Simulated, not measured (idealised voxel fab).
This section sets out a process module, namely voxel spacer lines.
The cross-section on display is named cut; it measures 260 nm wide, and its cells are 5 nm squares.
Just so we're on the same page, the cross-sections are grids of square cells, and they're listed out in bands top to bottom, each band one or more rows deep.
It is stipulated that each band's entry specify, in nanometres, the height of the top of the band and then that of its bottom, followed by the materials of the band in left-to-right sequence, each together with its width in nanometres. A single material marked by the word "everywhere" is understood to fill the band from edge to edge; the word "empty" is understood to denote empty space.
We count height from 0. Below that, the starting wafer is all one material. The lowest band never ends at the bottom but goes on down; see "0 down" for how that is written.
Top row gets the first number, bottom row gets the second, and each row in between changes by the same step: that is how a band width like "30 to 40" works.
Basically "stayed the same" means that step didn't change any cell in the cross-section.
Any empty space of 8 cells or more lacking an open way to the top shows up in "Closed void roster" as width x height at distance, distance from the left edge, in nm.
Heads up: the bit after the settings on a step's line is the simulator's remark on that step.
If you see "overlay nm" on a step's line and that step has a mask, it's telling you how far right of where it was planned the mask ended up; a negative number means it went left instead.
**Process steps (planned)**
1. RECEIVE | material Si
2. CONFORMAL_DEP | material Al2O3 | thk nm 10
3. DIRECTIONAL_DEP | material SiN | thk nm 10
4. DIRECTIONAL_DEP | material aC | thk nm 25
5. PATTERN | tone cover | mask id MANDREL | material resist | width nm 25 | pitch nm 70 | thk nm 35 | overlay nm 0
6. DIRECTIONAL_ETCH | etch materials aC | depth nm 25
7. STRIP | etch materials resist
8. CONFORMAL_DEP | material SiO2 | thk nm 10
9. DIRECTIONAL_ETCH | etch materials SiO2 | depth nm 10
10. STRIP | etch materials aC
11. DIRECTIONAL_ETCH | etch materials SiN | depth nm 10
12. STRIP | etch materials SiO2
**Incoming wafer in cross-section (state: after step 1)**
  0 down | Si everywhere
  Closed void roster: none
**The first of the two wafers as seen in cross-section once the module was finished; processing followed the plan**
  20 to 10 | 35 nm empty / 10 nm SiN / 25 nm empty / 10 nm SiN / 25 nm empty / 10 nm SiN / 25 nm empty / 10 nm SiN / 25 nm empty / 10 nm SiN / 25 nm empty / 10 nm SiN / 40 nm empty
  10 to 0 | Al2O3 everywhere
  0 down | Si everywhere
  Closed void roster: none
**Here's the second of our two wafers sectioned at module end. Same start as the first, same plan, but one mistake got made running it**
  20 to 10 | 30 nm empty / 10 nm SiN / 35 nm empty / 10 nm SiN / 15 nm empty / 10 nm SiN / 35 nm empty / 10 nm SiN / 15 nm empty / 10 nm SiN / 35 nm empty / 10 nm SiN / 35 nm empty
  10 to 0 | Al2O3 everywhere
  0 down | Si everywhere
  Closed void roster: none
It is concluded that the wafer was processed incorrectly with respect to the plan, in that planned and actual differ for step 5; actual: PATTERN | tone cover | mask id MANDREL | material resist | width nm 35 | pitch nm 70 | thk nm 35 | overlay nm 0
Tallied in cells, the final second wafer holds each material in the same quantity as the first, although not at the same places.
